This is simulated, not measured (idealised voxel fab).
Module name: voxel trench capacitor (process module)
Cross-section cut: width 165 nm, square cells of 5 nm.
Notation: cross-section as square-cell grid; stated in bands, top first, going down; one or more cell rows per band. Read a band's entry like this: the first values are the height of its top and the height of its bottom in nm, and what follows is the sequence of materials from left to right, each with its width in nm. Note that "blank" is empty space, and that a single material marked "everywhere" reaches across the band from edge to edge. Note: height 0 marks the level under which the wafer is uniformly one material as received. Lowest band unbounded below, written "from 0 down". The notation "30->40" denotes a width that varies across the rows of cells in the band, beginning at the first number in the top row, finishing at the second number in the bottom row, and changing by an identical amount from each row to the next. The designation "same as before", where it is given for a processing step, indicates that no cell of the cross-section was altered in the course of that step. The entry "Enclosed void entries" lists the empty spaces that cover at least 8 cells and have no open path to the top. Each is written as width x height at distance, where the distance is measured from the left edge and all three values are in nm. Text after the settings on a step's line: the simulator's own remark on that step. overlay nm: how far to the right of its planned place the mask lay on this masked step (negative: to the left).

**Listed below are the process steps as planned**
1) RECEIVE, material Si
2) CONFORMAL_DEP, material SiN, thk nm 10
3) MASKED_ETCH, tone open, mask id TRENCH, width nm 30, pitch nm 60, etch materials SiN, depth nm 10, overlay nm 0
4) MASKED_ETCH, tone open, mask id TRENCH, width nm 30, pitch nm 60, etch materials Si, depth nm 35, overlay nm 0
5) CONFORMAL_DEP, material Al2O3, thk nm 5
6) CONFORMAL_DEP, material TiN, thk nm 5
7) FILL_DEP, material W, thk nm 10
8) CMP, height nm 10

**The first wafer of two, processed as planned**

**Cross-section of the incoming wafer, state after step 1**
    from 0 down: Si everywhere
    Enclosed void entries: none

**How the wafer stands in section after step 2**
    from 10 to 0: SiN everywhere
    Unchanged below 0.

**How the wafer stands in section after step 3**
    from 10 to 0: SiN 35 / blank 30 / SiN 30 / blank 30 / SiN 40
    Unchanged below 0.

**How the wafer stands in section after step 4**
    from 10 to 0: SiN 35 / blank 30 / SiN 30 / blank 30 / SiN 40
    from 0 to -35: Si 35 / blank 30 / Si 30 / blank 30 / Si 40
    Unchanged below -35.

**How the wafer stands in section after step 5**
    from 15 to 10: Al2O3 40 / blank 20 / Al2O3 40 / blank 20 / Al2O3 45
    from 10 to 0: SiN 35 / Al2O3 5 / blank 20 / Al2O3 5 / SiN 30 / Al2O3 5 / blank 20 / Al2O3 5 / SiN 40
    from 0 to -30: Si 35 / Al2O3 5 / blank 20 / Al2O3 5 / Si 30 / Al2O3 5 / blank 20 / Al2O3 5 / Si 40
    from -30 to -35: Si 35 / Al2O3 30 / Si 30 / Al2O3 30 / Si 40
    Unchanged below -35.

**How the wafer stands in section after step 6**
    from 20 to 15: TiN 45 / blank 10 / TiN 50 / blank 10 / TiN 50
    from 15 to 10: Al2O3 40 / TiN 5 / blank 10 / TiN 5 / Al2O3 40 / TiN 5 / blank 10 / TiN 5 / Al2O3 45
    from 10 to 0: SiN 35 / Al2O3 5 / TiN 5 / blank 10 / TiN 5 / Al2O3 5 / SiN 30 / Al2O3 5 / TiN 5 / blank 10 / TiN 5 / Al2O3 5 / SiN 40
    from 0 to -25: Si 35 / Al2O3 5 / TiN 5 / blank 10 / TiN 5 / Al2O3 5 / Si 30 / Al2O3 5 / TiN 5 / blank 10 / TiN 5 / Al2O3 5 / Si 40
    from -25 to -30: Si 35 / Al2O3 5 / TiN 20 / Al2O3 5 / Si 30 / Al2O3 5 / TiN 20 / Al2O3 5 / Si 40
    Unchanged below -30.

**How the wafer stands in section after step 7**
    from 30 to 20: W everywhere
    from 20 to 15: TiN 45 / W 10 / TiN 50 / W 10 / TiN 50
    from 15 to 10: Al2O3 40 / TiN 5 / W 10 / TiN 5 / Al2O3 40 / TiN 5 / W 10 / TiN 5 / Al2O3 45
    from 10 to 0: SiN 35 / Al2O3 5 / TiN 5 / W 10 / TiN 5 / Al2O3 5 / SiN 30 / Al2O3 5 / TiN 5 / W 10 / TiN 5 / Al2O3 5 / SiN 40
    from 0 to -25: Si 35 / Al2O3 5 / TiN 5 / W 10 / TiN 5 / Al2O3 5 / Si 30 / Al2O3 5 / TiN 5 / W 10 / TiN 5 / Al2O3 5 / Si 40
    Unchanged below -25.

**How the wafer stands in section after step 8**
    from 10 to 0: SiN 35 / Al2O3 5 / TiN 5 / W 10 / TiN 5 / Al2O3 5 / SiN 30 / Al2O3 5 / TiN 5 / W 10 / TiN 5 / Al2O3 5 / SiN 40
    Unchanged below 0.

**Notes, second wafer: start = first wafer's, plan = first wafer's, execution had one mistake; history identical to first through step 7**

**Cross-section of the second wafer corresponding to the planned conclusion of step 8**
    from 5 to 0: SiN 35 / Al2O3 5 / TiN 5 / W 10 / TiN 5 / Al2O3 5 / SiN 30 / Al2O3 5 / TiN 5 / W 10 / TiN 5 / Al2O3 5 / SiN 40
    Unchanged below 0.
It is concluded that the wafer was processed incorrectly with respect to the plan, in that step 8 did not use the planned setting and instead ran as CMP, height nm 5
Final comparison by cell count, materials where the second wafer has more or fewer than the first: -4 Al2O3, -21 SiN, -4 TiN, -4 W
